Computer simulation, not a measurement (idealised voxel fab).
process module | voxel capacitor over wiring
cross-section cut | 210 nm wide | cells 5 nm
A cross-section is a grid of square cells, given in bands from the top down. A band is one or more rows of cells.
Each band's line starts with the height of the band's top and of its bottom, in nm. Then come its materials from left to right, each with its width in nm. One material with "throughout" fills the band from edge to edge. "air" is empty space.
Height 0 is the level under which the wafer as received is all one material. The lowest band goes on downwards, as in "0 down".
A width such as "30 to 40" changes by the same amount from each row of cells to the next, from the band's top row to its bottom row.
"no change" after a step means that no cell of the cross-section changed.
closed voids: empty space of 8 cells or more with no open way to the top, each as width x height at its distance from the left edge, in nm
after a step's settings: what the simulator itself notes on the step
overlay nm, on a step with a mask: how far to the right of its planned place the mask lay; to the left if negative
plan
1 op RECEIVE | material Si
2 op CONFORMAL_DEP | material SiO2 | thk nm 15
3 op CONFORMAL_DEP | material SiCN | thk nm 5
4 op DIRECTIONAL_DEP | material SiO2 | thk nm 20
5 op PATTERN | tone open | mask id METAL_1 | material resist | width nm 20 | pitch nm 80 | thk nm 15 | overlay nm 0
6 op DIRECTIONAL_ETCH | etch materials SiO2 | depth nm 20
7 op DIRECTIONAL_ETCH | etch materials SiCN | depth nm 5
8 op STRIP | etch materials resist
9 op CONFORMAL_DEP | material TiN | thk nm 5
10 op FILL_DEP | material W | thk nm 10
11 op CMP | height nm 40
12 op EPI | material Ru | thk nm 5
13 op FILL_DEP | material SiCN | thk nm 5
14 op DIRECTIONAL_DEP | material lowk | thk nm 15
15 op MASKED_ETCH | tone open | mask id PLUG_1 | width nm 15 | etch materials lowk | depth nm 15 | overlay nm 0
16 op MASKED_ETCH | tone open | mask id PLUG_1 | width nm 15 | etch materials SiCN | depth nm 5 | overlay nm 0
17 op EPI | material Ru | thk nm 10
18 op EPI | material Ru | thk nm 10
19 op DIRECTIONAL_DEP | material TiN | thk nm 5
20 op DIRECTIONAL_DEP | material HfO2 | thk nm 5
21 op DIRECTIONAL_DEP | material TiN | thk nm 5
22 op PATTERN | tone cover | mask id UPPER_PLATE | material resist | width nm 55 | thk nm 20 | overlay nm 0
23 op DIRECTIONAL_ETCH | etch materials TiN | depth nm 5
24 op DIRECTIONAL_ETCH | etch materials HfO2 | depth nm 5
25 op STRIP | etch materials resist
26 op MASKED_ETCH | tone cover | mask id LOWER_PLATE | width nm 75 | etch materials TiN | depth nm 5 | overlay nm 0
27 op FILL_DEP | material SiO2 | thk nm 20
28 op CMP | height nm 95
29 op PATTERN | tone open | mask id PLUG_2 | material resist | width nm 15 | thk nm 20 | overlay nm 0
30 op DIRECTIONAL_ETCH | etch materials SiO2 | depth nm 15
31 op STRIP | etch materials resist
32 op CONFORMAL_DEP | material TiN | thk nm 5
33 op FILL_DEP | material Cu | thk nm 10
34 op CMP | height nm 95
35 op CONFORMAL_DEP | material SiN | thk nm 5
varied across the wafers: width nm of step 22. The plan shows the first wafer's value. All wafers start alike
first wafer as received, after step 1
  0 down: Si throughout
  closed voids: none
each wafer at the end: cells of each material gained (+) or lost (-) since it was received, then its closed voids
width nm 55 | +2 Cu | +11 HfO2 | +24 Ru | +103 SiCN | +42 SiN | +468 SiO2 | +57 TiN | +16 W | +117 lowk | closed voids: none
width nm 60 | +2 Cu | +12 HfO2 | +24 Ru | +103 SiCN | +42 SiN | +466 SiO2 | +58 TiN | +16 W | +117 lowk | closed voids: none
width nm 65 | +2 Cu | +13 HfO2 | +24 Ru | +103 SiCN | +42 SiN | +464 SiO2 | +59 TiN | +16 W | +117 lowk | closed voids: none
width nm 70 | +2 Cu | +14 HfO2 | +24 Ru | +103 SiCN | +42 SiN | +462 SiO2 | +60 TiN | +16 W | +117 lowk | closed voids: none
width nm 75 | +2 Cu | +15 HfO2 | +24 Ru | +103 SiCN | +42 SiN | +460 SiO2 | +61 TiN | +16 W | +117 lowk | closed voids: none
width nm 80 | +2 Cu | +16 HfO2 | +24 Ru | +103 SiCN | +42 SiN | +458 SiO2 | +62 TiN | +16 W | +117 lowk | closed voids: none
